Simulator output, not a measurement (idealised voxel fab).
The following process module bears the name voxel released beams.
FYI the section here is cut, 280 nm wide, cells are 5 nm squares.
Format of a cross-section: grid, square cells. Given as bands. Order: top down. Band: one or more rows of cells.
It is stipulated that each band's entry specify, in nanometres, the height of the top of the band and then that of its bottom, followed by the materials of the band in left-to-right sequence, each together with its width in nanometres. A single material marked by the word "edge to edge" is understood to fill the band from edge to edge; the word "air" is understood to denote empty space.
Height reference: 0 = level under which incoming wafer is all one material. Lowest band: no bottom, runs on downward, e.g. "0 -> down".
Think of "30..40" as a width that walks from the first number to the second as you go down the band, top row to bottom row, taking equal-sized steps from row to row.
Where the words "changes: none" appear for a step, the cross-section shows no cell changed by that step; every cell remained as before.
Closed-off voids of 8+ cells (no open route to the top) go in "Sealed internal voids", written width x height at distance from the left edge, in nm.
What comes after the settings on a step's line is commentary from the simulator itself on that step.
"overlay nm" on a masked step: distance the mask lay right of its planned place, negative for left.

# Set out below are the planned steps of the process
| 1 | RECEIVE: material Si |
| 2 | CONFORMAL_DEP: material SiN, thk nm 10 |
| 3 | DIRECTIONAL_DEP: material SiO2, thk nm 15 |
| 4 | DIRECTIONAL_DEP: material aC, thk nm 10 |
| 5 | PATTERN: tone open, mask id ANCHOR, material resist, width nm 35, thk nm 30, overlay nm 0 |
| 6 | DIRECTIONAL_ETCH: etch materials aC, depth nm 10 |
| 7 | STRIP: etch materials resist |
| 8 | DIRECTIONAL_ETCH: etch materials SiO2, depth nm 15 |
| 9 | STRIP: etch materials aC |
| 10 | CONFORMAL_DEP: material W, thk nm 10 |
| 11 | MASKED_ETCH: tone cover, mask id BEAM, width nm 120, etch materials W, depth nm 10, overlay nm 0 |
| 12 | STRIP: etch materials SiO2 |

# Received-state cross-section, reflecting completion of step 1
- 0 -> down = Si edge to edge
- Sealed internal voids: none

# Run as planned - first of the two wafers cross-sectioned at the end of the module
- 35 -> 25 = air 75 / W 15 / air 15 / W 90 / air 85
- 25 -> 20 = air 80 / W 10 / air 15 / W 10 / air 165
- 20 -> 10 = air 80 / W 35 / air 165
- 10 -> 0 = SiN edge to edge
- 0 -> down = Si edge to edge
- Sealed internal voids: none

# Cross-section, wafer two of two, end of module: same start and plan as wafer one, one error in execution
- 35 -> 25 = air 75 / W 50 / air 155
- 25 -> 20 = air 70 / W 10 / SiO2 35 / W 10 / air 155
- 20 -> 10 = air 70 / W 10 / SiO2 35 / W 80 / air 85
- 10 -> 0 = SiN edge to edge
- 0 -> down = Si edge to edge
- Sealed internal voids: none
Diagnosis: the process deviated at step 5: the operation and settings actually run there were PATTERN: tone cover, mask id ANCHOR, material resist, width nm 35, thk nm 30, overlay nm 0
Bottom line after processing is that, in cells, the second wafer is up or down on some materials versus the first: SiO2 +21
